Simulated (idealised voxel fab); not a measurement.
process module | voxel air gaps
cross-section cut | 205 nm wide | cells 5 nm
A cross-section is a grid of square cells, given in bands from the top down. A band is one or more rows of cells.
Each band's line starts with the height of the band's top and of its bottom, in nm. Then come its materials from left to right, each with its width in nm. One material with "throughout" fills the band from edge to edge. "air" is empty space.
Height 0 is the level under which the wafer as received is all one material. The lowest band goes on downwards, as in "0 down".
A width such as "30 to 40" changes by the same amount from each row of cells to the next, from the band's top row to its bottom row.
"no change" after a step means that no cell of the cross-section changed.
closed voids: empty space of 8 cells or more with no open way to the top, each as width x height at its distance from the left edge, in nm
after a step's settings: what the simulator itself notes on the step
overlay nm, on a step with a mask: how far to the right of its planned place the mask lay; to the left if negative
plan
1 op RECEIVE | material Si
2 op CONFORMAL_DEP | material SiO2 | thk nm 10
3 op CONFORMAL_DEP | material SiN | thk nm 5
4 op DIRECTIONAL_DEP | material lowk | thk nm 35
5 op PATTERN | tone open | mask id LINES | material resist | width nm 20 | pitch nm 50 | thk nm 20 | overlay nm 0
6 op DIRECTIONAL_ETCH | etch materials lowk | depth nm 35
7 op STRIP | etch materials resist
8 op CONFORMAL_DEP | material TiN | thk nm 5
9 op FILL_DEP | material Cu | thk nm 10
10 op CMP | height nm 50
11 op EPI | material Ru | thk nm 10
12 op SELECTIVE_ETCH | etch materials lowk | depth nm 45
13 op CONFORMAL_DEP | material SiCN | thk nm 5
as received, after step 1
  0 down: Si throughout
  closed voids: none
a wafer at the end: this start, this plan, one mistake
  65 to 60: air 35 | SiCN 150 | air 20
  60 to 50: air 35 | SiCN 5 | Ru 40 | SiCN 10 | Ru 40 | SiCN 10 | Ru 40 | SiCN 5 | air 20
  50 to 45: air 35 | SiCN 15 | TiN 5 | Cu 10 | TiN 5 | SiCN 30 | TiN 5 | Cu 10 | TiN 5 | SiCN 30 | TiN 5 | Cu 10 | TiN 5 | SiCN 15 | air 20
  45 to 20: air 45 | SiCN 5 | TiN 5 | Cu 10 | TiN 5 | SiCN 5 | air 20 | SiCN 5 | TiN 5 | Cu 10 | TiN 5 | SiCN 5 | air 20 | SiCN 5 | TiN 5 | Cu 10 | TiN 5 | SiCN 5 | air 30
  20 to 15: SiCN 50 | TiN 20 | SiCN 30 | TiN 20 | SiCN 30 | TiN 20 | SiCN 35
  15 to 10: SiN throughout
  10 to 0: SiO2 throughout
  0 down: Si throughout
  closed voids: 20 x 25 at 75; 20 x 25 at 125
what went wrong: step 5 ran as: op PATTERN | tone open | mask id LINES | material resist | width nm 20 | pitch nm 50 | thk nm 20 | overlay nm 10
